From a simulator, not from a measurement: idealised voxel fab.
The document below concerns the process module designated voxel spacer lines.
It is cross-section cut that appears here, measuring 265 nm in width, its square cells being 5 nm in size.
Throughout this document, each cross-section is represented as a grid of square cells and is presented as a sequence of bands enumerated from the top downward, where a band comprises one or more rows of cells.
Heads up on the band format: heights come first, top then bottom, in nm. After that it's the materials left to right, each with its width in nm. A single material flagged "edge to edge" fills the whole band edge to edge, and "air" means there's empty space there.
Basically, 0 is our baseline, since under it the wafer straight out of the box is all one material. The bottom band has no lower end and keeps on going down, so it looks like "0 down".
Top row gets the first number, bottom row gets the second, and each row in between changes by the same step: that is how a band width like "30..40" works.
The cross-section has no changed cell in any step marked "left unchanged".
"Sealed void list" means: voids of 8 cells or more that are shut off from the top with no open way through. Written width x height at distance, distance from the left edge, in nm.
On each step's line, the part that comes after the settings is the simulator's own comment on the step.
overlay nm: step with mask; distance mask lay right of planned place; negative value = left of planned place.
[Planned process steps]
1: RECEIVE,material Si
2: CONFORMAL_DEP,material Al2O3,thk nm 10
3: DIRECTIONAL_DEP,material SiN,thk nm 10
4: DIRECTIONAL_DEP,material aC,thk nm 30
5: PATTERN,tone cover,mask id MANDREL,material resist,width nm 25,pitch nm 80,thk nm 35,overlay nm 0
6: DIRECTIONAL_ETCH,etch materials aC,depth nm 30
7: STRIP,etch materials resist
8: CONFORMAL_DEP,material SiO2,thk nm 15
9: DIRECTIONAL_ETCH,etch materials SiO2,depth nm 15
10: STRIP,etch materials aC
11: DIRECTIONAL_ETCH,etch materials SiN,depth nm 10
12: STRIP,etch materials SiO2
13: FILL_DEP,material lowk,thk nm 10
14: CMP,height nm 20
[As received (post step 1): cross-section]
    0 down  Si edge to edge
    Sealed void list: none
[One mistake in running the module, otherwise start and plan as above: cross-section at the end]
    20 to 10  20 lowk, then 15 SiN, then 25 lowk, then 15 SiN, then 25 lowk, then 15 SiN, then 25 lowk, then 15 SiN, then 25 lowk, then 15 SiN, then 25 lowk, then 15 SiN, then 30 lowk
    10 to 0  Al2O3 edge to edge
    0 down  Si edge to edge
    Sealed void list: none
What went wrong in running the wafer? step 5 ran with different settings than intended, the actual operation and settings being PATTERN,tone cover,mask id MANDREL,material resist,width nm 25,pitch nm 80,thk nm 35,overlay nm -5
